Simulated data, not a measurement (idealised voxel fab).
Process module heading - voxel gate over fins
Cross-sectional view cut (width: 210 nm; square cell size: 5 nm).
Reading order for cross-sections: top band down to bottom band. Underlying form: a grid of square cells. Band size: one or more rows of cells.
Read a band's entry like this: the first values are the height of its top and the height of its bottom in nm, and what follows is the sequence of materials from left to right, each with its width in nm. Note that "air" is empty space, and that a single material marked "all across" reaches across the band from edge to edge.
Height datum 0, below which the as-received substrate wafer is one material. Lowest band open at the bottom, running downward: "z 0 and below".
Width spec "30->40" -> top row of cells at first value, bottom row at second value, equal per-row change in between.
Reading "nothing was modified" for a step: not a cell of the cross-section changed in it.
"Sealed internal voids" enumerates empty spaces isolated from the top, with no open way to it, that contain at least 8 cells, giving each as width x height at distance from the left edge, all three in nm.
The remark found on a step's line after its settings is issued by the simulator itself and pertains to that step.
A step line may carry the setting "overlay nm", which, for steps involving a mask, states the distance by which the mask lay to the right of its intended position; negative values denote displacement to the left.
-- Intended process steps
| 1 | RECEIVE (material Si) |
| 2 | CONFORMAL_DEP (material SiN; thk nm 5) |
| 3 | DIRECTIONAL_DEP (material aC; thk nm 10) |
| 4 | PATTERN (tone cover; mask id FINS; material resist; width nm 15; pitch nm 45; thk nm 30; overlay nm 0) |
| 5 | DIRECTIONAL_ETCH (etch materials aC; depth nm 10) |
| 6 | STRIP (etch materials resist) |
| 7 | DIRECTIONAL_ETCH (etch materials SiN; depth nm 5) |
| 8 | DIRECTIONAL_ETCH (etch materials Si; depth nm 35) |
| 9 | STRIP (etch materials aC) |
| 10 | OXIDIZE (depth nm 5) |
| 11 | FILL_DEP (material SiO2; thk nm 15) |
| 12 | CMP (height nm 5) |
| 13 | SELECTIVE_ETCH (etch materials SiO2; depth nm 20) |
| 14 | STRIP (etch materials SiN) |
| 15 | CONFORMAL_DEP (material HfO2; thk nm 5) |
| 16 | CONFORMAL_DEP (material TiN; thk nm 5) |
| 17 | FILL_DEP (material W; thk nm 10) |
| 18 | CMP (height nm 5) |
| 19 | CONFORMAL_DEP (material SiN; thk nm 10) |
Among the wafers covered here, the point of difference is the height nm at step 18; their starting state is shared, and the plan presents the value of the first wafer.
-- Cross-section, first of several wafers, as delivered after step 1
* z 0 and below = Si all across
* Sealed internal voids: none
-- Module end state after final step 19: cross-section of the first of several wafers
* z 15 to 5 = SiN all across
* z 5 to 0 = 45 of W, 5 of TiN, 15 of HfO2, 5 of TiN, 20 of W, 5 of TiN, 15 of HfO2, 5 of TiN, 20 of W, 5 of TiN, 15 of HfO2, 5 of TiN, 50 of W
* z 0 to -5 = 45 of W, 5 of TiN, 5 of HfO2, 5 of Si, 5 of HfO2, 5 of TiN, 20 of W, 5 of TiN, 5 of HfO2, 5 of Si, 5 of HfO2, 5 of TiN, 20 of W, 5 of TiN, 5 of HfO2, 5 of Si, 5 of HfO2, 5 of TiN, 50 of W
* z -5 to -10 = 50 of TiN, 5 of HfO2, 5 of Si, 5 of HfO2, 30 of TiN, 5 of HfO2, 5 of Si, 5 of HfO2, 30 of TiN, 5 of HfO2, 5 of Si, 5 of HfO2, 55 of TiN
* z -10 to -15 = 55 of HfO2, 5 of Si, 40 of HfO2, 5 of Si, 40 of HfO2, 5 of Si, 60 of HfO2
* z -15 to -40 = 55 of SiO2, 5 of Si, 40 of SiO2, 5 of Si, 40 of SiO2, 5 of Si, 60 of SiO2
* z -40 and below = Si all across
* Sealed internal voids: none
-- Last-wafer cross-section at the end of the module
* z 30 to 20 = SiN all across
* z 20 to 10 = W all across
* z 10 to 5 = 45 of W, 25 of TiN, 20 of W, 25 of TiN, 20 of W, 25 of TiN, 50 of W
* z 5 to 0 = 45 of W, 5 of TiN, 15 of HfO2, 5 of TiN, 20 of W, 5 of TiN, 15 of HfO2, 5 of TiN, 20 of W, 5 of TiN, 15 of HfO2, 5 of TiN, 50 of W
* z 0 to -5 = 45 of W, 5 of TiN, 5 of HfO2, 5 of Si, 5 of HfO2, 5 of TiN, 20 of W, 5 of TiN, 5 of HfO2, 5 of Si, 5 of HfO2, 5 of TiN, 20 of W, 5 of TiN, 5 of HfO2, 5 of Si, 5 of HfO2, 5 of TiN, 50 of W
* z -5 to -10 = 50 of TiN, 5 of HfO2, 5 of Si, 5 of HfO2, 30 of TiN, 5 of HfO2, 5 of Si, 5 of HfO2, 30 of TiN, 5 of HfO2, 5 of Si, 5 of HfO2, 55 of TiN
* z -10 to -15 = 55 of HfO2, 5 of Si, 40 of HfO2, 5 of Si, 40 of HfO2, 5 of Si, 60 of HfO2
* z -15 to -40 = 55 of SiO2, 5 of Si, 40 of SiO2, 5 of Si, 40 of SiO2, 5 of Si, 60 of SiO2
* z -40 and below = Si all across
* Sealed internal voids: none
-- Gained (+) or lost (-) cells of each material since receipt, then closed voids: one row per wafer, at the end of the module
height nm 5 | +60 HfO2 | -312 Si | +84 SiN | +195 SiO2 | +45 TiN | +54 W | Sealed internal voids: none
height nm 10 | +60 HfO2 | -312 Si | +84 SiN | +195 SiO2 | +60 TiN | +81 W | Sealed internal voids: none
height nm 15 | +60 HfO2 | -312 Si | +84 SiN | +195 SiO2 | +60 TiN | +123 W | Sealed internal voids: none
height nm 20 | +60 HfO2 | -312 Si | +84 SiN | +195 SiO2 | +60 TiN | +165 W | Sealed internal voids: none
